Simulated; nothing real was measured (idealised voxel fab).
process module | voxel self aligned vias
cross-section cut | 235 nm wide | cells 5 nm
A cross-section is a grid of square cells, given in bands from the top down. A band is one or more rows of cells.
Each band's line starts with the height of the band's top and of its bottom, in nm. Then come its materials from left to right, each with its width in nm. One material with "throughout" fills the band from edge to edge. "air" is empty space.
Height 0 is the level under which the wafer as received is all one material. The lowest band goes on downwards, as in "0 down".
A width such as "30 to 40" changes by the same amount from each row of cells to the next, from the band's top row to its bottom row.
"no change" after a step means that no cell of the cross-section changed.
closed voids: empty space of 8 cells or more with no open way to the top, each as width x height at its distance from the left edge, in nm
after a step's settings: what the simulator itself notes on the step
overlay nm, on a step with a mask: how far to the right of its planned place the mask lay; to the left if negative
plan
1 op RECEIVE | material Si
2 op CONFORMAL_DEP | material SiO2 | thk nm 15
3 op CONFORMAL_DEP | material SiCN | thk nm 5
4 op DIRECTIONAL_DEP | material lowk | thk nm 30
5 op DIRECTIONAL_DEP | material aC | thk nm 15
6 op PATTERN | tone open | mask id LINES | material resist | width nm 20 | pitch nm 60 | thk nm 35 | overlay nm 0
7 op DIRECTIONAL_ETCH | etch materials aC | depth nm 15
8 op STRIP | etch materials resist
9 op DIRECTIONAL_ETCH | etch materials lowk | depth nm 30
10 op STRIP | etch materials aC
11 op CONFORMAL_DEP | material TiN | thk nm 5
12 op FILL_DEP | material Ru | thk nm 5
13 op CMP | height nm 50
14 op SELECTIVE_ETCH | etch materials W Ru TiN | depth nm 5
15 op FILL_DEP | material SiN | thk nm 5
16 op CMP | height nm 50
17 op DIRECTIONAL_DEP | material lowk | thk nm 20
18 op PATTERN | tone open | mask id VIAS | material resist | width nm 30 | pitch nm 60 | thk nm 15 | overlay nm 0
19 op DIRECTIONAL_ETCH | etch materials lowk | depth nm 20
20 op DIRECTIONAL_ETCH | etch materials SiN | depth nm 5
21 op STRIP | etch materials resist
22 op CONFORMAL_DEP | material TiN | thk nm 5
23 op FILL_DEP | material Cu | thk nm 10
24 op CMP | height nm 70
25 op CONFORMAL_DEP | material SiCN | thk nm 5
as received, after step 1
  0 down: Si throughout
  closed voids: none
first wafer at the end, as planned
  75 to 70: SiCN throughout
  70 to 55: lowk 70 | TiN 5 | Cu 20 | TiN 5 | lowk 30 | TiN 5 | Cu 20 | TiN 5 | lowk 75
  55 to 50: lowk 70 | TiN 10 | Cu 10 | TiN 10 | lowk 30 | TiN 10 | Cu 10 | TiN 10 | lowk 75
  50 to 45: lowk 75 | TiN 20 | lowk 40 | TiN 20 | lowk 80
  45 to 25: lowk 75 | TiN 5 | Ru 10 | TiN 5 | lowk 40 | TiN 5 | Ru 10 | TiN 5 | lowk 80
  25 to 20: lowk 75 | TiN 20 | lowk 40 | TiN 20 | lowk 80
  20 to 15: SiCN throughout
  15 to 0: SiO2 throughout
  0 down: Si throughout
  closed voids: none
second wafer at the end: like start, like plan, one mistake
  75 to 70: SiCN throughout
  70 to 50: lowk 70 | TiN 5 | Cu 20 | TiN 5 | lowk 30 | TiN 5 | Cu 20 | TiN 5 | lowk 75
  50 to 45: lowk 70 | TiN 30 | lowk 30 | TiN 30 | lowk 75
  45 to 25: lowk 75 | TiN 5 | Ru 10 | TiN 5 | lowk 40 | TiN 5 | Ru 10 | TiN 5 | lowk 80
  25 to 20: lowk 75 | TiN 20 | lowk 40 | TiN 20 | lowk 80
  20 to 15: SiCN throughout
  15 to 0: SiO2 throughout
  0 down: Si throughout
  closed voids: none
what went wrong: step 19 ran as: op DIRECTIONAL_ETCH | etch materials lowk | depth nm 25
at the end the second wafer has, in cells: 4 more of Cu | 4 fewer of lowk
